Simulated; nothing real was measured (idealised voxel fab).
Name of the process module below: voxel spacer lines
The figure presents cross-section cut, which has a width of 165 nm and is divided into square cells with an edge length of 5 nm.
Bands, listed from the top down, are how a cross-section gets written in this document; the cross-section itself is a grid of square cells, and a band is one or more rows of them. Read a band's entry like this: the first values are the height of its top and the height of its bottom in nm, and what follows is the sequence of materials from left to right, each with its width in nm. Note that "air" is empty space, and that a single material marked "all across" reaches across the band from edge to edge. Counting heights begins at 0, where everything beneath is, in the wafer as received, one material. The lowest band has no bottom; it goes on downwards, as "from 0 down" shows. The notation "30 to 40" denotes a width that varies across the rows of cells in the band, beginning at the first number in the top row, finishing at the second number in the bottom row, and changing by an identical amount from each row to the next. "remained unchanged" -> step changed no cross-section cell. This entry, "Closed void roster", enumerates those empty regions of no fewer than 8 cells that possess no open connection to the top. Each region is reported in the form width x height at distance, the distance being taken from the left edge, with all three quantities expressed in nm. What comes after the settings on a step's line is commentary from the simulator itself on that step. overlay nm, on a step with a mask: how far to the right of its planned place the mask lay; to the left if negative.
-- plan
1 RECEIVE, material Si
2 CONFORMAL_DEP, material Al2O3, thk nm 5
3 DIRECTIONAL_DEP, material polySi, thk nm 20
4 DIRECTIONAL_DEP, material aC, thk nm 25
5 PATTERN, tone cover, mask id MANDREL, material resist, width nm 15, pitch nm 70, thk nm 35, overlay nm 0
6 DIRECTIONAL_ETCH, etch materials aC, depth nm 25
7 STRIP, etch materials resist
8 CONFORMAL_DEP, material SiO2, thk nm 15
9 DIRECTIONAL_ETCH, etch materials SiO2, depth nm 15
10 STRIP, etch materials aC
11 DIRECTIONAL_ETCH, etch materials polySi, depth nm 20
12 STRIP, etch materials SiO2
The plan's step 5 width nm is the first wafer's value; the wafers differ in this setting and start identical.
-- Sectional view: first of several wafers, as received, after step 1
* from 0 down = Si all across
* Closed void roster: none
-- Post step 12, the closing step of the module: first of several wafers, cross-sectioned
* from 25 to 5 = air 25 nm | polySi 15 nm | air 15 nm | polySi 15 nm | air 25 nm | polySi 15 nm | air 15 nm | polySi 15 nm | air 25 nm
* from 5 to 0 = Al2O3 all across
* from 0 down = Si all across
* Closed void roster: none
-- Here we cross-sectioned the last of the wafers once the module was done
* from 25 to 5 = air 15 nm | polySi 15 nm | air 35 nm | polySi 15 nm | air 5 nm | polySi 15 nm | air 35 nm | polySi 15 nm | air 15 nm
* from 5 to 0 = Al2O3 all across
* from 0 down = Si all across
* Closed void roster: none
-- Basically each wafer gets a line in the table, showing it at the end of the module: material by material, the cells it gained (+) or lost (-) since we got it, then its closed voids
width nm 15, +33 Al2O3, +48 polySi, Closed void roster: none
width nm 20, +33 Al2O3, +48 polySi, Closed void roster: none
width nm 25, +33 Al2O3, +48 polySi, Closed void roster: none
width nm 30, +33 Al2O3, +48 polySi, Closed void roster: none
width nm 35, +33 Al2O3, +48 polySi, Closed void roster: none
